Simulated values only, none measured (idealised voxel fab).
process module | voxel local oxidation
cross-section cut | 145 nm wide | cells 5 nm
A cross-section is a grid of square cells, given in bands from the top down. A band is one or more rows of cells.
Each band's line starts with the height of the band's top and of its bottom, in nm. Then come its materials from left to right, each with its width in nm. One material with "throughout" fills the band from edge to edge. "air" is empty space.
Height 0 is the level under which the wafer as received is all one material. The lowest band goes on downwards, as in "0 down".
A width such as "30 to 40" changes by the same amount from each row of cells to the next, from the band's top row to its bottom row.
"no change" after a step means that no cell of the cross-section changed.
closed voids: empty space of 8 cells or more with no open way to the top, each as width x height at its distance from the left edge, in nm
after a step's settings: what the simulator itself notes on the step
overlay nm, on a step with a mask: how far to the right of its planned place the mask lay; to the left if negative
plan
1 op RECEIVE | material Si
2 op CONFORMAL_DEP | material SiO2 | thk nm 5
3 op CONFORMAL_DEP | material SiN | thk nm 10
4 op PATTERN | tone cover | mask id ACTIVE | material resist | width nm 100 | thk nm 20 | overlay nm 0
5 op DIRECTIONAL_ETCH | etch materials SiN | depth nm 10
6 op STRIP | etch materials resist
7 op SELECTIVE_ETCH | etch materials SiO2 | depth nm 5
8 op OXIDIZE | depth nm 15
9 op STRIP | etch materials SiN
as received, after step 1
  0 down: Si throughout
  closed voids: none
a wafer at the end: this start, this plan, one mistake
  5 to 0: air 20 | SiO2 100 | air 25
  0 to -15: SiO2 35 | Si 70 | SiO2 40
  -15 down: Si throughout
  closed voids: none
what went wrong: step 4 ran as: op PATTERN | tone cover | mask id ACTIVE | material resist | width nm 110 | thk nm 20 | overlay nm 0
